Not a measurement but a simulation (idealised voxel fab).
A process module follows: voxel spacer lines.
This is section cut - it's 175 nm across, gridded in 5 nm square cells.
We lay out every cross-section as a grid of square cells and spell it out in bands from the top down, where one band means one or more rows of cells.
Heights first: top, then bottom, in nm. Then materials, left to right, each with a width in nm. "all across" on a single material: fills the band edge to edge. "blank": empty space.
Height reference: 0 = level under which incoming wafer is all one material. Lowest band: no bottom, runs on downward, e.g. "0 nm and below".
Width spec "30..40" -> top row of cells at first value, bottom row at second value, equal per-row change in between.
Basically "no alteration" means that step didn't change any cell in the cross-section.
For the entry "Sealed internal voids", the listed items are empty spaces with no open way to the top whose size is 8 cells or more; each item follows the pattern width x height at distance, where distance is from the left edge and all three are in nm.
Step line, after settings: the simulator's comment on this step.
"overlay nm" on a masked step: distance the mask lay right of its planned place, negative for left.

Planned step list for the process
1,RECEIVE [material Si]
2,CONFORMAL_DEP [material Al2O3] [thk nm 5]
3,DIRECTIONAL_DEP [material SiN] [thk nm 15]
4,DIRECTIONAL_DEP [material aC] [thk nm 25]
5,PATTERN [tone cover] [mask id MANDREL] [material resist] [width nm 15] [pitch nm 50] [thk nm 30] [overlay nm -15]
6,DIRECTIONAL_ETCH [etch materials aC] [depth nm 25]
7,STRIP [etch materials resist]
8,CONFORMAL_DEP [material SiO2] [thk nm 10]
9,DIRECTIONAL_ETCH [etch materials SiO2] [depth nm 10]
10,STRIP [etch materials aC]
11,DIRECTIONAL_ETCH [etch materials SiN] [depth nm 15]
12,STRIP [etch materials SiO2]
Heads up: all these wafers start the same, and what changes between them is the overlay nm in step 5. The value you see in the plan is just what the first wafer got.

Cross-section of the first of several received wafers, showing its state after step 1
0 nm and below = Si all across
Sealed internal voids: none

Cross-section after step 12, the final step of the module, for the first of several wafers
20 nm to 5 nm = blank=5 | SiN=10 | blank=15 | SiN=10 | blank=15 | SiN=10 | blank=15 | SiN=10 | blank=15 | SiN=10 | blank=15 | SiN=10 | blank=35
5 nm to 0 nm = Al2O3 all across
0 nm and below = Si all across
Sealed internal voids: none

Sectional view of the last wafer upon completion of the module
20 nm to 5 nm = blank=35 | SiN=10 | blank=15 | SiN=10 | blank=15 | SiN=10 | blank=15 | SiN=10 | blank=15 | SiN=10 | blank=15 | SiN=10 | blank=5
5 nm to 0 nm = Al2O3 all across
0 nm and below = Si all across
Sealed internal voids: none

Every row in this table is a wafer at the end of the module, and it gives, for each of the materials, the cells that wafer has gained (+) or lost (-) since it was received, then its closed voids
overlay nm -15, +35 Al2O3, +36 SiN, Sealed internal voids: none
overlay nm -10, +35 Al2O3, +36 SiN, Sealed internal voids: none
overlay nm -5, +35 Al2O3, +36 SiN, Sealed internal voids: none
overlay nm 0, +35 Al2O3, +36 SiN, Sealed internal voids: none
overlay nm 5, +35 Al2O3, +36 SiN, Sealed internal voids: none
overlay nm 10, +35 Al2O3, +36 SiN, Sealed internal voids: none
overlay nm 15, +35 Al2O3, +36 SiN, Sealed internal voids: none
